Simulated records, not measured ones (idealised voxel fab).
voxel transistor to metal: a process module
Section cut is 145 nm wide and gridded with 5 nm square cells.
Each cross-section below is a grid of square cells, stated as bands in top-down order, with one or more rows of cells making up each band.
Each band's line starts with the height of the band's top and of its bottom, in nm. Then come its materials from left to right, each with its width in nm. One material with "all across" fills the band from edge to edge. "air" is empty space.
Measure heights from 0. That's the level where, below it, the as-received wafer is all one material. The lowest band is bottomless and extends downward; write it as in "from 0 down".
It should be noted that a width expressed as "30..40" varies in equal increments from row to row of cells within the band, taking the value of the first number at the top row and that of the second number at the bottom row.
Basically "changes: none" means that step didn't change any cell in the cross-section.
Voids not open to the top, 8 cells minimum: see "Closed void inventory". Written width x height at distance; distance is from the left edge; nm.
Past the settings on a step's line: simulator remark, on that step.
The line of a step may include "overlay nm". On a step with a mask, this value is how far to the right of its planned place the mask lay. A negative value means the mask lay to the left.

Steps planned for the process
1 RECEIVE with material Si
2 CONFORMAL_DEP with material SiO2, thk nm 5
3 CONFORMAL_DEP with material SiN, thk nm 15
4 MASKED_ETCH with tone cover, mask id ACTIVE, width nm 105, etch materials SiN, depth nm 15, overlay nm 0
5 MASKED_ETCH with tone cover, mask id ACTIVE, width nm 105, etch materials SiO2, depth nm 5, overlay nm 0
6 MASKED_ETCH with tone cover, mask id ACTIVE, width nm 105, etch materials Si, depth nm 30, overlay nm 0
7 FILL_DEP with material SiO2, thk nm 15
8 CMP with height nm 20
9 SELECTIVE_ETCH with etch materials SiO2, depth nm 10
10 STRIP with etch materials SiN
11 SELECTIVE_ETCH with etch materials SiO2, depth nm 5
12 OXIDIZE with depth nm 5
13 DIRECTIONAL_DEP with material polySi, thk nm 20
14 DIRECTIONAL_DEP with material SiCN, thk nm 10
15 MASKED_ETCH with tone cover, mask id GATE, width nm 15, etch materials SiCN, depth nm 20, overlay nm 0
16 MASKED_ETCH with tone cover, mask id GATE, width nm 15, etch materials polySi, depth nm 30, overlay nm 0
17 CONFORMAL_DEP with material SiO2, thk nm 5
18 DIRECTIONAL_ETCH with etch materials SiO2, depth nm 5
19 CONFORMAL_DEP with material SiN, thk nm 5
20 DIRECTIONAL_ETCH with etch materials SiN, depth nm 5
21 DIRECTIONAL_ETCH with etch materials SiO2, depth nm 5
22 DIRECTIONAL_ETCH with etch materials Si, depth nm 10
23 EPI with material SiGe, thk nm 15
24 FILL_DEP with material SiO2, thk nm 10
25 CMP with height nm 30
26 DIRECTIONAL_DEP with material SiO2, thk nm 15
27 MASKED_ETCH with tone open, mask id CONTACT, width nm 30, pitch nm 55, etch materials SiO2, depth nm 35, overlay nm 0
28 CONFORMAL_DEP with material TiN, thk nm 5
29 FILL_DEP with material W, thk nm 5
30 CMP with height nm 45
31 CONFORMAL_DEP with material SiN, thk nm 5
32 DIRECTIONAL_DEP with material SiO2, thk nm 20
33 DIRECTIONAL_DEP with material aC, thk nm 10
34 PATTERN with tone open, mask id METAL_1, material resist, width nm 15, pitch nm 70, thk nm 30, overlay nm 0
35 DIRECTIONAL_ETCH with etch materials aC, depth nm 10
36 STRIP with etch materials resist
37 DIRECTIONAL_ETCH with etch materials SiO2, depth nm 20
38 DIRECTIONAL_ETCH with etch materials SiN, depth nm 5
39 STRIP with etch materials aC
40 CONFORMAL_DEP with material TiN, thk nm 5
41 FILL_DEP with material W, thk nm 10
42 CMP with height nm 70
43 CONFORMAL_DEP with material SiCN, thk nm 5
44 DIRECTIONAL_DEP with material lowk, thk nm 35
45 MASKED_ETCH with tone open, mask id METAL_2, width nm 15, pitch nm 70, etch materials lowk, depth nm 20, overlay nm 0
46 DIRECTIONAL_DEP with material aC, thk nm 15
47 PATTERN with tone open, mask id METAL_2_HOLES, material resist, width nm 15, pitch nm 70, thk nm 30, overlay nm 0
48 DIRECTIONAL_ETCH with etch materials aC, depth nm 15
49 STRIP with etch materials resist
50 DIRECTIONAL_ETCH with etch materials lowk, depth nm 15
51 DIRECTIONAL_ETCH with etch materials SiCN, depth nm 5
52 STRIP with etch materials aC
53 CONFORMAL_DEP with material TiN, thk nm 5
54 FILL_DEP with material Ru, thk nm 10
55 CMP with height nm 110
56 CONFORMAL_DEP with material SiN, thk nm 5

as received, after step 1
    from 0 down: Si all across
    Closed void inventory: none

End-of-module XS, first of two wafers, run as planned
    from 115 to 110: SiN all across
    from 110 to 75: lowk (30), then TiN (5), then Ru (5), then TiN (5), then lowk (55), then TiN (5), then Ru (5), then TiN (5), then lowk (30)
    from 75 to 70: SiCN (30), then TiN (15), then SiCN (55), then TiN (15), then SiCN (30)
    from 70 to 50: SiO2 (30), then TiN (5), then W (5), then TiN (5), then SiO2 (55), then TiN (5), then W (5), then TiN (5), then SiO2 (30)
    from 50 to 45: SiN (30), then TiN (15), then SiN (55), then TiN (15), then SiN (30)
    from 45 to 35: SiO2 (30), then TiN (5), then W (20), then TiN (5), then SiO2 (25), then TiN (5), then W (20), then TiN (5), then SiO2 (30)
    from 35 to 30: SiO2 (30), then TiN (5), then W (15), then TiN (10), then SiO2 (25), then TiN (10), then W (15), then TiN (5), then SiO2 (30)
    from 30 to 20: SiO2 (30), then TiN (5), then W (15), then TiN (5), then SiN (5), then SiO2 (5), then SiCN (15), then SiO2 (5), then SiN (5), then TiN (5), then W (15), then TiN (5), then SiO2 (30)
    from 20 to 15: SiO2 (30), then TiN (5), then W (15), then TiN (5), then SiN (5), then SiO2 (5), then polySi (15), then SiO2 (5), then SiN (5), then TiN (5), then W (15), then TiN (5), then SiO2 (30)
    from 15 to 10: SiO2 (30), then TiN (25), then SiN (5), then SiO2 (5), then polySi (15), then SiO2 (5), then SiN (5), then TiN (25), then SiO2 (30)
    from 10 to 5: SiO2 (20), then SiGe (35), then SiN (5), then SiO2 (5), then polySi (15), then SiO2 (5), then SiN (5), then SiGe (35), then SiO2 (20)
    from 5 to 0: SiO2 (20), then SiN (5), then SiGe (30), then SiN (5), then SiO2 (5), then polySi (15), then SiO2 (5), then SiN (5), then SiGe (30), then SiN (5), then SiO2 (20)
    from 0 to -5: SiO2 (25), then SiGe (30), then SiO2 (35), then SiGe (30), then SiO2 (25)
    from -5 to -15: SiO2 (20), then Si (5), then SiGe (30), then Si (35), then SiGe (30), then Si (5), then SiO2 (20)
    from -15 to -30: SiO2 (20), then Si (105), then SiO2 (20)
    from -30 down: Si all across
    Closed void inventory: none

Cross-section, wafer two of two, end of module: same start and plan as wafer one, one error in execution
    from 115 to 110: SiN all across
    from 110 to 75: lowk (30), then TiN (5), then Ru (5), then TiN (5), then lowk (55), then TiN (5), then Ru (5), then TiN (5), then lowk (30)
    from 75 to 70: SiCN (30), then TiN (15), then SiCN (55), then TiN (15), then SiCN (30)
    from 70 to 50: SiO2 (30), then TiN (5), then W (5), then TiN (5), then SiO2 (55), then TiN (5), then W (5), then TiN (5), then SiO2 (30)
    from 50 to 45: SiN (30), then TiN (15), then SiN (55), then TiN (15), then SiN (30)
    from 45 to 30: SiO2 (30), then TiN (5), then W (20), then TiN (5), then SiO2 (25), then TiN (5), then W (20), then TiN (5), then SiO2 (30)
    from 30 to 20: SiO2 (30), then TiN (5), then W (20..15), then TiN (5..10), then SiO2 (5), then SiCN (15), then SiO2 (5), then TiN (5..10), then W (20..15), then TiN (5), then SiO2 (30)
    from 20 to 15: SiO2 (30), then TiN (5), then W (15), then TiN (5), then SiN (5), then SiO2 (5), then polySi (15), then SiO2 (5), then SiN (5), then TiN (5), then W (15), then TiN (5), then SiO2 (30)
    from 15 to 10: SiO2 (30), then TiN (25), then SiN (5), then SiO2 (5), then polySi (15), then SiO2 (5), then SiN (5), then TiN (25), then SiO2 (30)
    from 10 to 0: SiO2 (40), then SiGe (15), then SiN (5), then SiO2 (5), then polySi (15), then SiO2 (5), then SiN (5), then SiGe (15), then SiO2 (40)
    from 0 to -5: SiO2 (20), then SiGe (35), then SiO2 (35), then SiGe (35), then SiO2 (20)
    from -5 to -15: SiO2 (20), then SiGe (35), then Si (35), then SiGe (35), then SiO2 (20)
    from -15 to -30: SiO2 (20), then Si (105), then SiO2 (20)
    from -30 down: Si all across
    Closed void inventory: none
So what did we get wrong on this run? step 20 off recipe, ran as DIRECTIONAL_ETCH with etch materials SiN, depth nm 15
The final cell counts differ between the wafers, with the second having more or fewer of some materials than the first: -4 Si; -8 SiGe; -6 SiN; +14 SiO2; +4 W
